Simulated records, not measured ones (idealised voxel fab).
process module | voxel wiring stack
cross-section cut | 170 nm wide | cells 5 nm
A cross-section is a grid of square cells, given in bands from the top down. A band is one or more rows of cells.
Each band's line starts with the height of the band's top and of its bottom, in nm. Then come its materials from left to right, each with its width in nm. One material with "throughout" fills the band from edge to edge. "air" is empty space.
Height 0 is the level under which the wafer as received is all one material. The lowest band goes on downwards, as in "0 down".
A width such as "30 to 40" changes by the same amount from each row of cells to the next, from the band's top row to its bottom row.
"no change" after a step means that no cell of the cross-section changed.
closed voids: empty space of 8 cells or more with no open way to the top, each as width x height at its distance from the left edge, in nm
after a step's settings: what the simulator itself notes on the step
overlay nm, on a step with a mask: how far to the right of its planned place the mask lay; to the left if negative
plan
1 op RECEIVE | material Si
2 op CONFORMAL_DEP | material SiO2 | thk nm 15
3 op DIRECTIONAL_DEP | material TiN | thk nm 5
4 op DIRECTIONAL_DEP | material W | thk nm 25
5 op MASKED_ETCH | tone cover | mask id METAL_1 | width nm 30 | pitch nm 45 | etch materials W | depth nm 25 | overlay nm 0
6 op MASKED_ETCH | tone cover | mask id METAL_1 | width nm 30 | pitch nm 45 | etch materials TiN | depth nm 5 | overlay nm -10
7 op CONFORMAL_DEP | material SiCN | thk nm 5
8 op FILL_DEP | material SiO2 | thk nm 5
9 op CMP | height nm 45
10 op CONFORMAL_DEP | material SiCN | thk nm 5
11 op DIRECTIONAL_DEP | material SiO2 | thk nm 30
12 op DIRECTIONAL_DEP | material aC | thk nm 15
13 op PATTERN | tone open | mask id METAL_2_HOLES | material resist | width nm 15 | pitch nm 90 | thk nm 35 | overlay nm 0
14 op DIRECTIONAL_ETCH | etch materials aC | depth nm 15
15 op STRIP | etch materials resist
16 op DIRECTIONAL_ETCH | etch materials SiO2 | depth nm 30
17 op STRIP | etch materials aC
18 op PATTERN | tone open | mask id METAL_2 | material resist | width nm 30 | pitch nm 45 | thk nm 15 | overlay nm 0
19 op DIRECTIONAL_ETCH | etch materials SiO2 | depth nm 15
20 op DIRECTIONAL_ETCH | etch materials SiCN | depth nm 5
21 op STRIP | etch materials resist
22 op CONFORMAL_DEP | material TiN | thk nm 5
23 op FILL_DEP | material Ru | thk nm 10
24 op CMP | height nm 80
25 op CONFORMAL_DEP | material SiCN | thk nm 5
varied across the wafers: overlay nm of step 6. The plan shows the first wafer's value. All wafers start alike
first wafer as received, after step 1
  0 down: Si throughout
  closed voids: none
first wafer at the end, after step 25
  85 to 80: SiCN throughout
  80 to 70: SiO2 25 | TiN 5 | Ru 20 | TiN 5 | SiO2 15 | TiN 5 | Ru 20 | TiN 5 | SiO2 15 | TiN 5 | Ru 20 | TiN 5 | SiO2 25
  70 to 65: SiO2 25 | TiN 5 | Ru 5 | TiN 20 | SiO2 15 | TiN 30 | SiO2 15 | TiN 5 | Ru 5 | TiN 20 | SiO2 25
  65 to 50: SiO2 25 | TiN 5 | Ru 5 | TiN 5 | SiO2 75 | TiN 5 | Ru 5 | TiN 5 | SiO2 40
  50 to 45: SiCN 25 | TiN 15 | SiCN 75 | TiN 15 | SiCN 40
  45 to 25: SiO2 20 | SiCN 5 | W 30 | SiCN 5 | SiO2 5 | SiCN 5 | W 30 | SiCN 5 | SiO2 5 | SiCN 5 | W 30 | SiCN 5 | SiO2 20
  25 to 20: SiO2 10 | SiCN 15 | W 30 | SiCN 15 | W 30 | SiCN 15 | W 30 | SiCN 5 | SiO2 20
  20 to 15: SiCN 15 | TiN 40 | SiCN 5 | TiN 40 | SiCN 5 | TiN 40 | SiCN 25
  15 to 0: SiO2 throughout
  0 down: Si throughout
  closed voids: none
last wafer at the end
  85 to 80: SiCN throughout
  80 to 70: SiO2 25 | TiN 5 | Ru 20 | TiN 5 | SiO2 15 | TiN 5 | Ru 20 | TiN 5 | SiO2 15 | TiN 5 | Ru 20 | TiN 5 | SiO2 25
  70 to 65: SiO2 25 | TiN 5 | Ru 5 | TiN 20 | SiO2 15 | TiN 30 | SiO2 15 | TiN 5 | Ru 5 | TiN 20 | SiO2 25
  65 to 50: SiO2 25 | TiN 5 | Ru 5 | TiN 5 | SiO2 75 | TiN 5 | Ru 5 | TiN 5 | SiO2 40
  50 to 45: SiCN 25 | TiN 15 | SiCN 75 | TiN 15 | SiCN 40
  45 to 25: SiO2 20 | SiCN 5 | W 30 | SiCN 5 | SiO2 5 | SiCN 5 | W 30 | SiCN 5 | SiO2 5 | SiCN 5 | W 30 | SiCN 5 | SiO2 20
  25 to 20: SiO2 20 | SiCN 5 | W 30 | SiCN 15 | W 30 | SiCN 15 | W 30 | SiCN 15 | SiO2 10
  20 to 15: SiCN 25 | TiN 40 | SiCN 5 | TiN 40 | SiCN 5 | TiN 40 | SiCN 15
  15 to 0: SiO2 throughout
  0 down: Si throughout
  closed voids: none
each wafer at the end: cells of each material gained (+) or lost (-) since it was received, then its closed voids
overlay nm -10 | +32 Ru | +106 SiCN | +280 SiO2 | +70 TiN | +90 W | closed voids: none
overlay nm -5 | +32 Ru | +108 SiCN | +281 SiO2 | +67 TiN | +90 W | closed voids: none
overlay nm 0 | +32 Ru | +108 SiCN | +284 SiO2 | +64 TiN | +90 W | closed voids: none
overlay nm 5 | +32 Ru | +108 SiCN | +281 SiO2 | +67 TiN | +90 W | closed voids: none
overlay nm 10 | +32 Ru | +106 SiCN | +280 SiO2 | +70 TiN | +90 W | closed voids: none
